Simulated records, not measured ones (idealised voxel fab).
The following process module bears the name voxel ribs on slabs.
We display cut, a cross-section 290 nm in width whose square cells are each 5 nm.
Cross-section format: a grid of square cells, given as bands from top to bottom; each band is one or more rows of cells.
It is stipulated that each band's entry specify, in nanometres, the height of the top of the band and then that of its bottom, followed by the materials of the band in left-to-right sequence, each together with its width in nanometres. A single material marked by the word "everywhere" is understood to fill the band from edge to edge; the word "air" is understood to denote empty space.
Note: height 0 marks the level under which the wafer is uniformly one material as received. Lowest band unbounded below, written "0 down".
When a width is written as two numbers, as in "30->40", the first number is the width in the top row of cells of the band and the second is the width in its bottom row, and the width changes by the same amount from each row to the next.
Any step labelled "no modification" changed none of the cells in the cross-section.
The entry "Sealed void list" lists the empty spaces that cover at least 8 cells and have no open path to the top. Each is written as width x height at distance, where the distance is measured from the left edge and all three values are in nm.
Read whatever lies past the settings on a step's line as the simulator's own remark about the step.
overlay nm: for a step with a mask, the amount by which the mask lay right of where it was planned; a negative amount means left of it.
Plan
1. RECEIVE,material Si
2. DIRECTIONAL_DEP,material SiO2,thk nm 20
3. DIRECTIONAL_DEP,material SiN,thk nm 20
4. DIRECTIONAL_DEP,material aC,thk nm 10
5. PATTERN,tone cover,mask id RIB,material resist,width nm 30,thk nm 30,overlay nm 0
6. DIRECTIONAL_ETCH,etch materials aC,depth nm 10
7. STRIP,etch materials resist
8. DIRECTIONAL_ETCH,etch materials SiN,depth nm 5
9. STRIP,etch materials aC
10. PATTERN,tone cover,mask id SLAB,material resist,width nm 90,thk nm 15,overlay nm 0
11. DIRECTIONAL_ETCH,etch materials SiN,depth nm 15
12. STRIP,etch materials resist
13. FILL_DEP,material SiO2,thk nm 20
14. CMP,height nm 60
15. DIRECTIONAL_DEP,material TiN,thk nm 10
16. DIRECTIONAL_DEP,material aC,thk nm 10
17. PATTERN,tone cover,mask id HEATER,material resist,width nm 40,thk nm 25,overlay nm 0
18. DIRECTIONAL_ETCH,etch materials aC,depth nm 10
19. STRIP,etch materials resist
20. DIRECTIONAL_ETCH,etch materials TiN,depth nm 10
21. STRIP,etch materials aC
22. CONFORMAL_DEP,material SiN,thk nm 5
Quick note for whoever runs this: the wafers start identical, but the thk nm at step 2 isn't the same across them. The plan just shows what the first wafer had.
As-received state after step 1, first of several wafers, cross-section
- 0 down | Si everywhere
- Sealed void list: none
So in this table every wafer gets its own row, and what you see is where it stands at the end of the module: for each material, how many cells it picked up (+) or gave up (-) since we received it, and after that its closed voids
thk nm 20 | +122 SiN | +636 SiO2 | +16 TiN | Sealed void list: none
thk nm 25 | +122 SiN | +636 SiO2 | +16 TiN | Sealed void list: none
thk nm 30 | +122 SiN | +636 SiO2 | +16 TiN | Sealed void list: none
thk nm 35 | +122 SiN | +636 SiO2 | +16 TiN | Sealed void list: none
thk nm 40 | +122 SiN | +636 SiO2 | +16 TiN | Sealed void list: none
